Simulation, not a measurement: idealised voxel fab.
process module | voxel trench capacitor
The cross-section shown here is cut; it is 270 nm wide and divided into square cells measuring 5 nm on a side.
Format of a cross-section: grid, square cells. Given as bands. Order: top down. Band: one or more rows of cells. Heads up on the band format: heights come first, top then bottom, in nm. After that it's the materials left to right, each with its width in nm. A single material flagged "throughout" fills the whole band edge to edge, and "empty" means there's empty space there. Heights from 0 (as-received wafer is one material below). Bottom band endless downward, as "0 nm and below". With a width like "30..40", each row of cells in the band differs from the next by the same amount, the top row carrying the first number and the bottom row the second. Step note "nothing got changed" = no cross-section cell changed. Empty spaces without an open route to the top, at least 8 cells in extent, make up the entry "Closed internal voids"; each is given as width x height at distance, where the distance is measured from the left edge, and all are in nm. Note: text after step settings on the step line = simulator remark on that step. overlay nm: on a step with a mask, how far right of its planned place the mask lay; negative means left.
[plan]
1: op RECEIVE | material Si
2: op CONFORMAL_DEP | material SiN | thk nm 10
3: op MASKED_ETCH | tone open | mask id TRENCH | width nm 30 | pitch nm 60 | etch materials SiN | depth nm 10 | overlay nm 0
4: op MASKED_ETCH | tone open | mask id TRENCH | width nm 30 | pitch nm 60 | etch materials Si | depth nm 40 | overlay nm 0
5: op CONFORMAL_DEP | material Al2O3 | thk nm 5
6: op CONFORMAL_DEP | material TiN | thk nm 5
7: op FILL_DEP | material W | thk nm 5
8: op CMP | height nm 10
[Cross-section of the incoming wafer, state after step 1]
- 0 nm and below | Si throughout
- Closed internal voids: none
[One mistake in running the module, otherwise start and plan as above: cross-section at the end]
- 10 nm to 5 nm | TiN 55 | Al2O3 5 | SiN 30 | Al2O3 5 | TiN 20 | Al2O3 5 | SiN 30 | Al2O3 5 | TiN 20 | Al2O3 5 | SiN 30 | Al2O3 5 | TiN 55
- 5 nm to 0 nm | Al2O3 60 | SiN 30 | Al2O3 30 | SiN 30 | Al2O3 30 | SiN 30 | Al2O3 60
- 0 nm and below | Si throughout
- Closed internal voids: none
Plan not followed: rather than as planned, step 3 actually ran as op MASKED_ETCH | tone cover | mask id TRENCH | width nm 30 | pitch nm 60 | etch materials SiN | depth nm 10 | overlay nm 0
